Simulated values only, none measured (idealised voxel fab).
Module name: voxel quadruple lines (process module)
This is section cut - it's 230 nm across, gridded in 5 nm square cells.
Cross-section, as written here: a square-cell grid given band by band from the top down, where a band holds one or more rows of cells. Heads up on the band format: heights come first, top then bottom, in nm. After that it's the materials left to right, each with its width in nm. A single material flagged "everywhere" fills the whole band edge to edge, and "air" means there's empty space there. The level at which height equals 0 is the one under which the wafer, as it arrives, is entirely one material. No lower edge exists for the bottom band, which continues downward and is notated as in "0 and below". Width: "30->40" (first number = top row, second number = bottom row, same change from row to row of cells). Step marked "nothing altered"? Then no cell in the cross-section changed in it. The entry titled "Listed closed voids" provides the empty spaces that have no open way to the top, restricted to those of 8 cells or more. Each is presented as width x height at distance, the distance being measured from the left edge, with all three in nm. Whatever follows a step's settings on its line is a remark the simulator itself makes about that step. overlay nm: how far to the right of its planned place the mask lay on this masked step (negative: to the left). Quick note on how to read the rest: it's all pairs. You get the cross-section before a process step and the one after, but the after one only goes down as far as the lowest band that changed. The step in between, with its settings, sits under the pair. Heads up, the pairs can come from different runs of this module on the same starting wafer, so don't assume a pair picks up from the one above unless its "Prior to step" entry says it does.

-- Prior to step
	55 down to 45 | 15 nm air | 35 nm SiCN | 25 nm air | 35 nm SiCN | 5 nm air | 35 nm SiCN | 25 nm air | 35 nm SiCN | 20 nm air
	45 down to 35 | 15 nm air | 10 nm SiCN | 15 nm polySi | 10 nm SiCN | 25 nm air | 10 nm SiCN | 15 nm polySi | 10 nm SiCN | 5 nm air | 10 nm SiCN | 15 nm polySi | 10 nm SiCN | 25 nm air | 10 nm SiCN | 15 nm polySi | 10 nm SiCN | 20 nm air
	35 down to 25 | 25 nm SiCN | 15 nm polySi | 45 nm SiCN | 15 nm polySi | 25 nm SiCN | 15 nm polySi | 45 nm SiCN | 15 nm polySi | 30 nm SiCN
	25 down to 10 | W everywhere
	10 down to 0 | Al2O3 everywhere
	0 and below | Si everywhere
	Listed closed voids: none

-- Post-Step Section View
	45 down to 25 | 15 nm air | 10 nm SiCN | 15 nm polySi | 10 nm SiCN | 25 nm air | 10 nm SiCN | 15 nm polySi | 10 nm SiCN | 5 nm air | 10 nm SiCN | 15 nm polySi | 10 nm SiCN | 25 nm air | 10 nm SiCN | 15 nm polySi | 10 nm SiCN | 20 nm air
	At heights below 25, the structure remains unaltered.
	Listed closed voids: none
As a process note, the step between the before and after cross-sections shown above is DIRECTIONAL_ETCH | etch materials SiCN | depth nm 10

Prior to step: after-step cross-section of the pair just above applies.

-- Post-Step Section View
	45 down to 25 | 15 nm air | 10 nm SiCN | 15 nm air | 10 nm SiCN | 25 nm air | 10 nm SiCN | 15 nm air | 10 nm SiCN | 5 nm air | 10 nm SiCN | 15 nm air | 10 nm SiCN | 25 nm air | 10 nm SiCN | 15 nm air | 10 nm SiCN | 20 nm air
	At heights below 25, the structure remains unaltered.
	Listed closed voids: none
As a process note, the step between the before and after cross-sections shown above is STRIP | etch materials polySi

Prior to step: after-step cross-section of the pair just above applies.

-- Post-Step Section View
	45 down to 25 | 15 nm air | 10 nm SiCN | 15 nm air | 10 nm SiCN | 25 nm air | 10 nm SiCN | 15 nm air | 10 nm SiCN | 5 nm air | 10 nm SiCN | 15 nm air | 10 nm SiCN | 25 nm air | 10 nm SiCN | 15 nm air | 10 nm SiCN | 20 nm air
	25 down to 10 | 15 nm air | 10 nm W | 15 nm air | 10 nm W | 25 nm air | 10 nm W | 15 nm air | 10 nm W | 5 nm air | 10 nm W | 15 nm air | 10 nm W | 25 nm air | 10 nm W | 15 nm air | 10 nm W | 20 nm air
	At heights below 10, the structure remains unaltered.
	Listed closed voids: none
As a process note, the step between the before and after cross-sections shown above is DIRECTIONAL_ETCH | etch materials W | depth nm 15

Prior to step: after-step cross-section of the pair just above applies.

-- Post-Step Section View
	25 down to 10 | 15 nm air | 10 nm W | 15 nm air | 10 nm W | 25 nm air | 10 nm W | 15 nm air | 10 nm W | 5 nm air | 10 nm W | 15 nm air | 10 nm W | 25 nm air | 10 nm W | 15 nm air | 10 nm W | 20 nm air
	At heights below 10, the structure remains unaltered.
	Listed closed voids: none
As a process note, the step between the before and after cross-sections shown above is STRIP | etch materials SiCN

Prior to step: after-step cross-section of the pair just above applies.

-- Post-Step Section View
	30 down to 25 | lowk everywhere
	25 down to 10 | 15 nm lowk | 10 nm W | 15 nm lowk | 10 nm W | 25 nm lowk | 10 nm W | 15 nm lowk | 10 nm W | 5 nm lowk | 10 nm W | 15 nm lowk | 10 nm W | 25 nm lowk | 10 nm W | 15 nm lowk | 10 nm W | 20 nm lowk
	At heights below 10, the structure remains unaltered.
	Listed closed voids: none
As a process note, the step between the before and after cross-sections shown above is FILL_DEP | material lowk | thk nm 5

Prior to step: after-step cross-section of the pair just above applies.

-- Post-Step Section View
	25 down to 10 | 15 nm lowk | 10 nm W | 15 nm lowk | 10 nm W | 25 nm lowk | 10 nm W | 15 nm lowk | 10 nm W | 5 nm lowk | 10 nm W | 15 nm lowk | 10 nm W | 25 nm lowk | 10 nm W | 15 nm lowk | 10 nm W | 20 nm lowk
	At heights below 10, the structure remains unaltered.
	Listed closed voids: none
As a process note, the step between the before and after cross-sections shown above is CMP | height nm 25

-- Prior to step
	65 down to 45 | aC everywhere
	45 down to 25 | polySi everywhere
	25 down to 10 | W everywhere
	10 down to 0 | Al2O3 everywhere
	0 and below | Si everywhere
	Listed closed voids: none

-- Post-Step Section View
	95 down to 65 | 50 nm air | 35 nm resist | 65 nm air | 35 nm resist | 45 nm air
	At heights below 65, the structure remains unaltered.
	Listed closed voids: none
As a process note, the step between the before and after cross-sections shown above is PATTERN | tone cover | mask id MANDREL | material resist | width nm 35 | pitch nm 100 | thk nm 30 | overlay nm 5

Prior to step: after-step cross-section of the pair just above applies.

-- Post-Step Section View
	75 down to 65 | 50 nm air | 35 nm resist | 65 nm air | 35 nm resist | 45 nm air
	65 down to 45 | 50 nm air | 35 nm aC | 65 nm air | 35 nm aC | 45 nm air
	At heights below 45, the structure remains unaltered.
	Listed closed voids: none
As a process note, the step between the before and after cross-sections shown above is DIRECTIONAL_ETCH | etch materials aC | depth nm 20

Prior to step: after-step cross-section of the pair just above applies.

-- Post-Step Section View
	65 down to 45 | 50 nm air | 35 nm aC | 65 nm air | 35 nm aC | 45 nm air
	At heights below 45, the structure remains unaltered.
	Listed closed voids: none
As a process note, the step between the before and after cross-sections shown above is STRIP | etch materials resist

Prior to step: after-step cross-section of the pair just above applies.

-- Post-Step Section View
	80 down to 65 | 35 nm air | 65 nm SiO2 | 35 nm air | 65 nm SiO2 | 30 nm air
	65 down to 60 | 35 nm air | 15 nm SiO2 | 35 nm aC | 15 nm SiO2 | 35 nm air | 15 nm SiO2 | 35 nm aC | 15 nm SiO2 | 30 nm air
	60 down to 45 | 50 nm SiO2 | 35 nm aC | 65 nm SiO2 | 35 nm aC | 45 nm SiO2
	At heights below 45, the structure remains unaltered.
	Listed closed voids: none
As a process note, the step between the before and after cross-sections shown above is CONFORMAL_DEP | material SiO2 | thk nm 15

Prior to step: after-step cross-section of the pair just above applies.

-- Post-Step Section View
	65 down to 45 | 35 nm air | 15 nm SiO2 | 35 nm aC | 15 nm SiO2 | 35 nm air | 15 nm SiO2 | 35 nm aC | 15 nm SiO2 | 30 nm air
	At heights below 45, the structure remains unaltered.
	Listed closed voids: none
As a process note, the step between the before and after cross-sections shown above is DIRECTIONAL_ETCH | etch materials SiO2 | depth nm 15

Prior to step: after-step cross-section of the pair just above applies.

-- Post-Step Section View
	65 down to 45 | 35 nm air | 15 nm SiO2 | 35 nm air | 15 nm SiO2 | 35 nm air | 15 nm SiO2 | 35 nm air | 15 nm SiO2 | 30 nm air
	At heights below 45, the structure remains unaltered.
	Listed closed voids: none
As a process note, the step between the before and after cross-sections shown above is STRIP | etch materials aC

Prior to step: after-step cross-section of the pair just above applies.

-- Post-Step Section View
	65 down to 45 | 35 nm air | 15 nm SiO2 | 35 nm air | 15 nm SiO2 | 35 nm air | 15 nm SiO2 | 35 nm air | 15 nm SiO2 | 30 nm air
	45 down to 25 | 35 nm air | 15 nm polySi | 35 nm air | 15 nm polySi | 35 nm air | 15 nm polySi | 35 nm air | 15 nm polySi | 30 nm air
	At heights below 25, the structure remains unaltered.
	Listed closed voids: none
As a process note, the step between the before and after cross-sections shown above is DIRECTIONAL_ETCH | etch materials polySi | depth nm 20

Prior to step: after-step cross-section of the pair just above applies.

-- Post-Step Section View
	45 down to 25 | 35 nm air | 15 nm polySi | 35 nm air | 15 nm polySi | 35 nm air | 15 nm polySi | 35 nm air | 15 nm polySi | 30 nm air
	At heights below 25, the structure remains unaltered.
	Listed closed voids: none
As a process note, the step between the before and after cross-sections shown above is STRIP | etch materials SiO2

Prior to step: after-step cross-section of the pair just above applies.

-- Post-Step Section View
	55 down to 45 | 25 nm air | 35 nm SiCN | 15 nm air | 35 nm SiCN | 15 nm air | 35 nm SiCN | 15 nm air | 35 nm SiCN | 20 nm air
	45 down to 35 | 25 nm air | 10 nm SiCN | 15 nm polySi | 10 nm SiCN | 15 nm air | 10 nm SiCN | 15 nm polySi | 10 nm SiCN | 15 nm air | 10 nm SiCN | 15 nm polySi | 10 nm SiCN | 15 nm air | 10 nm SiCN | 15 nm polySi | 10 nm SiCN | 20 nm air
	35 down to 25 | 35 nm SiCN | 15 nm polySi | 35 nm SiCN | 15 nm polySi | 35 nm SiCN | 15 nm polySi | 35 nm SiCN | 15 nm polySi | 30 nm SiCN
	At heights below 25, the structure remains unaltered.
	Listed closed voids: none
As a process note, the step between the before and after cross-sections shown above is CONFORMAL_DEP | material SiCN | thk nm 10

Prior to step: after-step cross-section of the pair just above applies.

-- Post-Step Section View
	45 down to 25 | 25 nm air | 10 nm SiCN | 15 nm polySi | 10 nm SiCN | 15 nm air | 10 nm SiCN | 15 nm polySi | 10 nm SiCN | 15 nm air | 10 nm SiCN | 15 nm polySi | 10 nm SiCN | 15 nm air | 10 nm SiCN | 15 nm polySi | 10 nm SiCN | 20 nm air
	At heights below 25, the structure remains unaltered.
	Listed closed voids: none
As a process note, the step between the before and after cross-sections shown above is DIRECTIONAL_ETCH | etch materials SiCN | depth nm 10

Prior to step: after-step cross-section of the pair just above applies.

-- Post-Step Section View
	45 down to 25 | 25 nm air | 10 nm SiCN | 15 nm air | 10 nm SiCN | 15 nm air | 10 nm SiCN | 15 nm air | 10 nm SiCN | 15 nm air | 10 nm SiCN | 15 nm air | 10 nm SiCN | 15 nm air | 10 nm SiCN | 15 nm air | 10 nm SiCN | 20 nm air
	At heights below 25, the structure remains unaltered.
	Listed closed voids: none
As a process note, the step between the before and after cross-sections shown above is STRIP | etch materials polySi

Prior to step: after-step cross-section of the pair just above applies.

-- Post-Step Section View
	45 down to 25 | 25 nm air | 10 nm SiCN | 15 nm air | 10 nm SiCN | 15 nm air | 10 nm SiCN | 15 nm air | 10 nm SiCN | 15 nm air | 10 nm SiCN | 15 nm air | 10 nm SiCN | 15 nm air | 10 nm SiCN | 15 nm air | 10 nm SiCN | 20 nm air
	25 down to 10 | 25 nm air | 10 nm W | 15 nm air | 10 nm W | 15 nm air | 10 nm W | 15 nm air | 10 nm W | 15 nm air | 10 nm W | 15 nm air | 10 nm W | 15 nm air | 10 nm W | 15 nm air | 10 nm W | 20 nm air
	At heights below 10, the structure remains unaltered.
	Listed closed voids: none
As a process note, the step between the before and after cross-sections shown above is DIRECTIONAL_ETCH | etch materials W | depth nm 15

Prior to step: after-step cross-section of the pair just above applies.

-- Post-Step Section View
	25 down to 10 | 25 nm air | 10 nm W | 15 nm air | 10 nm W | 15 nm air | 10 nm W | 15 nm air | 10 nm W | 15 nm air | 10 nm W | 15 nm air | 10 nm W | 15 nm air | 10 nm W | 15 nm air | 10 nm W | 20 nm air
	At heights below 10, the structure remains unaltered.
	Listed closed voids: none
As a process note, the step between the before and after cross-sections shown above is STRIP | etch materials SiCN

Prior to step: after-step cross-section of the pair just above applies.

-- Post-Step Section View
	30 down to 25 | lowk everywhere
	25 down to 10 | 25 nm lowk | 10 nm W | 15 nm lowk | 10 nm W | 15 nm lowk | 10 nm W | 15 nm lowk | 10 nm W | 15 nm lowk | 10 nm W | 15 nm lowk | 10 nm W | 15 nm lowk | 10 nm W | 15 nm lowk | 10 nm W | 20 nm lowk
	At heights below 10, the structure remains unaltered.
	Listed closed voids: none
As a process note, the step between the before and after cross-sections shown above is FILL_DEP | material lowk | thk nm 5

Prior to step: after-step cross-section of the pair just above applies.

-- Post-Step Section View
	25 down to 10 | 25 nm lowk | 10 nm W | 15 nm lowk | 10 nm W | 15 nm lowk | 10 nm W | 15 nm lowk | 10 nm W | 15 nm lowk | 10 nm W | 15 nm lowk | 10 nm W | 15 nm lowk | 10 nm W | 15 nm lowk | 10 nm W | 20 nm lowk
	At heights below 10, the structure remains unaltered.
	Listed closed voids: none
As a process note, the step between the before and after cross-sections shown above is CMP | height nm 25

-- Prior to step
	0 and below | Si everywhere
	Listed closed voids: none

-- Post-Step Section View
	10 down to 0 | polySi everywhere
	At heights below 0, the structure remains unaltered.
	Listed closed voids: none
As a process note, the step between the before and after cross-sections shown above is CONFORMAL_DEP | material polySi | thk nm 10

Prior to step: after-step cross-section of the pair just above applies.

-- Post-Step Section View
	25 down to 10 | W everywhere
	At heights below 10, the structure remains unaltered.
	Listed closed voids: none
As a process note, the step between the before and after cross-sections shown above is DIRECTIONAL_DEP | material W | thk nm 15

Prior to step: after-step cross-section of the pair just above applies.

-- Post-Step Section View
	45 down to 25 | polySi everywhere
	At heights below 25, the structure remains unaltered.
	Listed closed voids: none
As a process note, the step between the before and after cross-sections shown above is DIRECTIONAL_DEP | material polySi | thk nm 20

Prior to step: after-step cross-section of the pair just above applies.

-- Post-Step Section View
	65 down to 45 | aC everywhere
	At heights below 45, the structure remains unaltered.
	Listed closed voids: none
As a process note, the step between the before and after cross-sections shown above is DIRECTIONAL_DEP | material aC | thk nm 20

Prior to step: after-step cross-section of the pair just above applies.

-- Post-Step Section View
	95 down to 65 | 45 nm air | 35 nm resist | 65 nm air | 35 nm resist | 50 nm air
	At heights below 65, the structure remains unaltered.
	Listed closed voids: none
As a process note, the step between the before and after cross-sections shown above is PATTERN | tone cover | mask id MANDREL | material resist | width nm 35 | pitch nm 100 | thk nm 30 | overlay nm 0

Prior to step: after-step cross-section of the pair just above applies.

-- Post-Step Section View
	75 down to 65 | 45 nm air | 35 nm resist | 65 nm air | 35 nm resist | 50 nm air
	65 down to 45 | 45 nm air | 35 nm aC | 65 nm air | 35 nm aC | 50 nm air
	At heights below 45, the structure remains unaltered.
	Listed closed voids: none
As a process note, the step between the before and after cross-sections shown above is DIRECTIONAL_ETCH | etch materials aC | depth nm 20

Prior to step: after-step cross-section of the pair just above applies.

-- Post-Step Section View
	65 down to 45 | 45 nm air | 35 nm aC | 65 nm air | 35 nm aC | 50 nm air
	At heights below 45, the structure remains unaltered.
	Listed closed voids: none
As a process note, the step between the before and after cross-sections shown above is STRIP | etch materials resist

Prior to step: after-step cross-section of the pair just above applies.

-- Post-Step Section View
	80 down to 65 | 30 nm air | 65 nm SiO2 | 35 nm air | 65 nm SiO2 | 35 nm air
	65 down to 60 | 30 nm air | 15 nm SiO2 | 35 nm aC | 15 nm SiO2 | 35 nm air | 15 nm SiO2 | 35 nm aC | 15 nm SiO2 | 35 nm air
	60 down to 45 | 45 nm SiO2 | 35 nm aC | 65 nm SiO2 | 35 nm aC | 50 nm SiO2
	At heights below 45, the structure remains unaltered.
	Listed closed voids: none
As a process note, the step between the before and after cross-sections shown above is CONFORMAL_DEP | material SiO2 | thk nm 15

Prior to step: after-step cross-section of the pair just above applies.

-- Post-Step Section View
	65 down to 45 | 30 nm air | 15 nm SiO2 | 35 nm aC | 15 nm SiO2 | 35 nm air | 15 nm SiO2 | 35 nm aC | 15 nm SiO2 | 35 nm air
	At heights below 45, the structure remains unaltered.
	Listed closed voids: none
As a process note, the step between the before and after cross-sections shown above is DIRECTIONAL_ETCH | etch materials SiO2 | depth nm 15

Prior to step: after-step cross-section of the pair just above applies.

-- Post-Step Section View
	65 down to 45 | 30 nm air | 15 nm SiO2 | 35 nm air | 15 nm SiO2 | 35 nm air | 15 nm SiO2 | 35 nm air | 15 nm SiO2 | 35 nm air
	At heights below 45, the structure remains unaltered.
	Listed closed voids: none
As a process note, the step between the before and after cross-sections shown above is STRIP | etch materials aC

Prior to step: after-step cross-section of the pair just above applies.

-- Post-Step Section View
	65 down to 45 | 30 nm air | 15 nm SiO2 | 35 nm air | 15 nm SiO2 | 35 nm air | 15 nm SiO2 | 35 nm air | 15 nm SiO2 | 35 nm air
	45 down to 25 | 30 nm air | 15 nm polySi | 35 nm air | 15 nm polySi | 35 nm air | 15 nm polySi | 35 nm air | 15 nm polySi | 35 nm air
	At heights below 25, the structure remains unaltered.
	Listed closed voids: none
As a process note, the step between the before and after cross-sections shown above is DIRECTIONAL_ETCH | etch materials polySi | depth nm 20

Prior to step: after-step cross-section of the pair just above applies.

-- Post-Step Section View
	45 down to 25 | 30 nm air | 15 nm polySi | 35 nm air | 15 nm polySi | 35 nm air | 15 nm polySi | 35 nm air | 15 nm polySi | 35 nm air
	At heights below 25, the structure remains unaltered.
	Listed closed voids: none
As a process note, the step between the before and after cross-sections shown above is STRIP | etch materials SiO2

Prior to step: after-step cross-section of the pair just above applies.

-- Post-Step Section View
	55 down to 45 | 20 nm air | 35 nm SiCN | 15 nm air | 35 nm SiCN | 15 nm air | 35 nm SiCN | 15 nm air | 35 nm SiCN | 25 nm air
	45 down to 35 | 20 nm air | 10 nm SiCN | 15 nm polySi | 10 nm SiCN | 15 nm air | 10 nm SiCN | 15 nm polySi | 10 nm SiCN | 15 nm air | 10 nm SiCN | 15 nm polySi | 10 nm SiCN | 15 nm air | 10 nm SiCN | 15 nm polySi | 10 nm SiCN | 25 nm air
	35 down to 25 | 30 nm SiCN | 15 nm polySi | 35 nm SiCN | 15 nm polySi | 35 nm SiCN | 15 nm polySi | 35 nm SiCN | 15 nm polySi | 35 nm SiCN
	At heights below 25, the structure remains unaltered.
	Listed closed voids: none
As a process note, the step between the before and after cross-sections shown above is CONFORMAL_DEP | material SiCN | thk nm 10

Prior to step: after-step cross-section of the pair just above applies.

-- Post-Step Section View
	45 down to 25 | 20 nm air | 10 nm SiCN | 15 nm polySi | 10 nm SiCN | 15 nm air | 10 nm SiCN | 15 nm polySi | 10 nm SiCN | 15 nm air | 10 nm SiCN | 15 nm polySi | 10 nm SiCN | 15 nm air | 10 nm SiCN | 15 nm polySi | 10 nm SiCN | 25 nm air
	At heights below 25, the structure remains unaltered.
	Listed closed voids: none
As a process note, the step between the before and after cross-sections shown above is DIRECTIONAL_ETCH | etch materials SiCN | depth nm 10

Prior to step: after-step cross-section of the pair just above applies.

-- Post-Step Section View
	45 down to 25 | 20 nm air | 10 nm SiCN | 15 nm air | 10 nm SiCN | 15 nm air | 10 nm SiCN | 15 nm air | 10 nm SiCN | 15 nm air | 10 nm SiCN | 15 nm air | 10 nm SiCN | 15 nm air | 10 nm SiCN | 15 nm air | 10 nm SiCN | 25 nm air
	At heights below 25, the structure remains unaltered.
	Listed closed voids: none
As a process note, the step between the before and after cross-sections shown above is STRIP | etch materials polySi

Prior to step: after-step cross-section of the pair just above applies.

-- Post-Step Section View
	45 down to 25 | 20 nm air | 10 nm SiCN | 15 nm air | 10 nm SiCN | 15 nm air | 10 nm SiCN | 15 nm air | 10 nm SiCN | 15 nm air | 10 nm SiCN | 15 nm air | 10 nm SiCN | 15 nm air | 10 nm SiCN | 15 nm air | 10 nm SiCN | 25 nm air
	25 down to 10 | 20 nm air | 10 nm W | 15 nm air | 10 nm W | 15 nm air | 10 nm W | 15 nm air | 10 nm W | 15 nm air | 10 nm W | 15 nm air | 10 nm W | 15 nm air | 10 nm W | 15 nm air | 10 nm W | 25 nm air
	At heights below 10, the structure remains unaltered.
	Listed closed voids: none
As a process note, the step between the before and after cross-sections shown above is DIRECTIONAL_ETCH | etch materials W | depth nm 15

Prior to step: after-step cross-section of the pair just above applies.

-- Post-Step Section View
	25 down to 10 | 20 nm air | 10 nm W | 15 nm air | 10 nm W | 15 nm air | 10 nm W | 15 nm air | 10 nm W | 15 nm air | 10 nm W | 15 nm air | 10 nm W | 15 nm air | 10 nm W | 15 nm air | 10 nm W | 25 nm air
	At heights below 10, the structure remains unaltered.
	Listed closed voids: none
As a process note, the step between the before and after cross-sections shown above is STRIP | etch materials SiCN

Prior to step: after-step cross-section of the pair just above applies.

-- Post-Step Section View
	30 down to 25 | lowk everywhere
	25 down to 10 | 20 nm lowk | 10 nm W | 15 nm lowk | 10 nm W | 15 nm lowk | 10 nm W | 15 nm lowk | 10 nm W | 15 nm lowk | 10 nm W | 15 nm lowk | 10 nm W | 15 nm lowk | 10 nm W | 15 nm lowk | 10 nm W | 25 nm lowk
	At heights below 10, the structure remains unaltered.
	Listed closed voids: none
As a process note, the step between the before and after cross-sections shown above is FILL_DEP | material lowk | thk nm 5

Prior to step: after-step cross-section of the pair just above applies.

-- Post-Step Section View
	25 down to 10 | 20 nm lowk | 10 nm W | 15 nm lowk | 10 nm W | 15 nm lowk | 10 nm W | 15 nm lowk | 10 nm W | 15 nm lowk | 10 nm W | 15 nm lowk | 10 nm W | 15 nm lowk | 10 nm W | 15 nm lowk | 10 nm W | 25 nm lowk
	At heights below 10, the structure remains unaltered.
	Listed closed voids: none
As a process note, the step between the before and after cross-sections shown above is CMP | height nm 25

-- Prior to step
	65 down to 45 | aC everywhere
	45 down to 25 | polySi everywhere
	25 down to 10 | W everywhere
	10 down to 0 | Al2O3 everywhere
	0 and below | Si everywhere
	Listed closed voids: none

-- Post-Step Section View
	95 down to 65 | 45 nm resist | 35 nm air | 65 nm resist | 35 nm air | 50 nm resist
	At heights below 65, the structure remains unaltered.
	Listed closed voids: none
As a process note, the step between the before and after cross-sections shown above is PATTERN | tone open | mask id MANDREL | material resist | width nm 35 | pitch nm 100 | thk nm 30 | overlay nm 0

Prior to step: after-step cross-section of the pair just above applies.

-- Post-Step Section View
	75 down to 65 | 45 nm resist | 35 nm air | 65 nm resist | 35 nm air | 50 nm resist
	65 down to 45 | 45 nm aC | 35 nm air | 65 nm aC | 35 nm air | 50 nm aC
	At heights below 45, the structure remains unaltered.
	Listed closed voids: none
As a process note, the step between the before and after cross-sections shown above is DIRECTIONAL_ETCH | etch materials aC | depth nm 20

Prior to step: after-step cross-section of the pair just above applies.

-- Post-Step Section View
	65 down to 45 | 45 nm aC | 35 nm air | 65 nm aC | 35 nm air | 50 nm aC
	At heights below 45, the structure remains unaltered.
	Listed closed voids: none
As a process note, the step between the before and after cross-sections shown above is STRIP | etch materials resist

Prior to step: after-step cross-section of the pair just above applies.

-- Post-Step Section View
	80 down to 65 | 60 nm SiO2 | 5 nm air | 95 nm SiO2 | 5 nm air | 65 nm SiO2
	65 down to 60 | 45 nm aC | 15 nm SiO2 | 5 nm air | 15 nm SiO2 | 65 nm aC | 15 nm SiO2 | 5 nm air | 15 nm SiO2 | 50 nm aC
	60 down to 45 | 45 nm aC | 35 nm SiO2 | 65 nm aC | 35 nm SiO2 | 50 nm aC
	At heights below 45, the structure remains unaltered.
	Listed closed voids: none
As a process note, the step between the before and after cross-sections shown above is CONFORMAL_DEP | material SiO2 | thk nm 15

Prior to step: after-step cross-section of the pair just above applies.

-- Post-Step Section View
	65 down to 45 | 45 nm aC | 15 nm SiO2 | 5 nm air | 15 nm SiO2 | 65 nm aC | 15 nm SiO2 | 5 nm air | 15 nm SiO2 | 50 nm aC
	At heights below 45, the structure remains unaltered.
	Listed closed voids: none
As a process note, the step between the before and after cross-sections shown above is DIRECTIONAL_ETCH | etch materials SiO2 | depth nm 15

Prior to step: after-step cross-section of the pair just above applies.

-- Post-Step Section View
	65 down to 45 | 45 nm air | 15 nm SiO2 | 5 nm air | 15 nm SiO2 | 65 nm air | 15 nm SiO2 | 5 nm air | 15 nm SiO2 | 50 nm air
	At heights below 45, the structure remains unaltered.
	Listed closed voids: none
As a process note, the step between the before and after cross-sections shown above is STRIP | etch materials aC

Prior to step: after-step cross-section of the pair just above applies.

-- Post-Step Section View
	65 down to 45 | 45 nm air | 15 nm SiO2 | 5 nm air | 15 nm SiO2 | 65 nm air | 15 nm SiO2 | 5 nm air | 15 nm SiO2 | 50 nm air
	45 down to 25 | 45 nm air | 15 nm polySi | 5 nm air | 15 nm polySi | 65 nm air | 15 nm polySi | 5 nm air | 15 nm polySi | 50 nm air
	At heights below 25, the structure remains unaltered.
	Listed closed voids: none
As a process note, the step between the before and after cross-sections shown above is DIRECTIONAL_ETCH | etch materials polySi | depth nm 20

Prior to step: after-step cross-section of the pair just above applies.

-- Post-Step Section View
	45 down to 25 | 45 nm air | 15 nm polySi | 5 nm air | 15 nm polySi | 65 nm air | 15 nm polySi | 5 nm air | 15 nm polySi | 50 nm air
	At heights below 25, the structure remains unaltered.
	Listed closed voids: none
As a process note, the step between the before and after cross-sections shown above is STRIP | etch materials SiO2

Prior to step: after-step cross-section of the pair just above applies.

-- Post-Step Section View
	55 down to 45 | 35 nm air | 55 nm SiCN | 45 nm air | 55 nm SiCN | 40 nm air
	45 down to 35 | 35 nm air | 10 nm SiCN | 15 nm polySi | 5 nm SiCN | 15 nm polySi | 10 nm SiCN | 45 nm air | 10 nm SiCN | 15 nm polySi | 5 nm SiCN | 15 nm polySi | 10 nm SiCN | 40 nm air
	35 down to 25 | 45 nm SiCN | 15 nm polySi | 5 nm SiCN | 15 nm polySi | 65 nm SiCN | 15 nm polySi | 5 nm SiCN | 15 nm polySi | 50 nm SiCN
	At heights below 25, the structure remains unaltered.
	Listed closed voids: none
As a process note, the step between the before and after cross-sections shown above is CONFORMAL_DEP | material SiCN | thk nm 10

Prior to step: after-step cross-section of the pair just above applies.

-- Post-Step Section View
	45 down to 25 | 35 nm air | 10 nm SiCN | 15 nm polySi | 5 nm SiCN | 15 nm polySi | 10 nm SiCN | 45 nm air | 10 nm SiCN | 15 nm polySi | 5 nm SiCN | 15 nm polySi | 10 nm SiCN | 40 nm air
	At heights below 25, the structure remains unaltered.
	Listed closed voids: none
As a process note, the step between the before and after cross-sections shown above is DIRECTIONAL_ETCH | etch materials SiCN | depth nm 10

Prior to step: after-step cross-section of the pair just above applies.

-- Post-Step Section View
	45 down to 25 | 35 nm air | 10 nm SiCN | 15 nm air | 5 nm SiCN | 15 nm air | 10 nm SiCN | 45 nm air | 10 nm SiCN | 15 nm air | 5 nm SiCN | 15 nm air | 10 nm SiCN | 40 nm air
	At heights below 25, the structure remains unaltered.
	Listed closed voids: none
As a process note, the step between the before and after cross-sections shown above is STRIP | etch materials polySi

Prior to step: after-step cross-section of the pair just above applies.

-- Post-Step Section View
	45 down to 25 | 35 nm air | 10 nm SiCN | 15 nm air | 5 nm SiCN | 15 nm air | 10 nm SiCN | 45 nm air | 10 nm SiCN | 15 nm air | 5 nm SiCN | 15 nm air | 10 nm SiCN | 40 nm air
	25 down to 10 | 35 nm air | 10 nm W | 15 nm air | 5 nm W | 15 nm air | 10 nm W | 45 nm air | 10 nm W | 15 nm air | 5 nm W | 15 nm air | 10 nm W | 40 nm air
	At heights below 10, the structure remains unaltered.
	Listed closed voids: none
As a process note, the step between the before and after cross-sections shown above is DIRECTIONAL_ETCH | etch materials W | depth nm 15

Prior to step: after-step cross-section of the pair just above applies.

-- Post-Step Section View
	25 down to 10 | 35 nm air | 10 nm W | 15 nm air | 5 nm W | 15 nm air | 10 nm W | 45 nm air | 10 nm W | 15 nm air | 5 nm W | 15 nm air | 10 nm W | 40 nm air
	At heights below 10, the structure remains unaltered.
	Listed closed voids: none
As a process note, the step between the before and after cross-sections shown above is STRIP | etch materials SiCN

Prior to step: after-step cross-section of the pair just above applies.

-- Post-Step Section View
	30 down to 25 | lowk everywhere
	25 down to 10 | 35 nm lowk | 10 nm W | 15 nm lowk | 5 nm W | 15 nm lowk | 10 nm W | 45 nm lowk | 10 nm W | 15 nm lowk | 5 nm W | 15 nm lowk | 10 nm W | 40 nm lowk
	At heights below 10, the structure remains unaltered.
	Listed closed voids: none
As a process note, the step between the before and after cross-sections shown above is FILL_DEP | material lowk | thk nm 5

Prior to step: after-step cross-section of the pair just above applies.

-- Post-Step Section View
	25 down to 10 | 35 nm lowk | 10 nm W | 15 nm lowk | 5 nm W | 15 nm lowk | 10 nm W | 45 nm lowk | 10 nm W | 15 nm lowk | 5 nm W | 15 nm lowk | 10 nm W | 40 nm lowk
	At heights below 10, the structure remains unaltered.
	Listed closed voids: none
As a process note, the step between the before and after cross-sections shown above is CMP | height nm 25
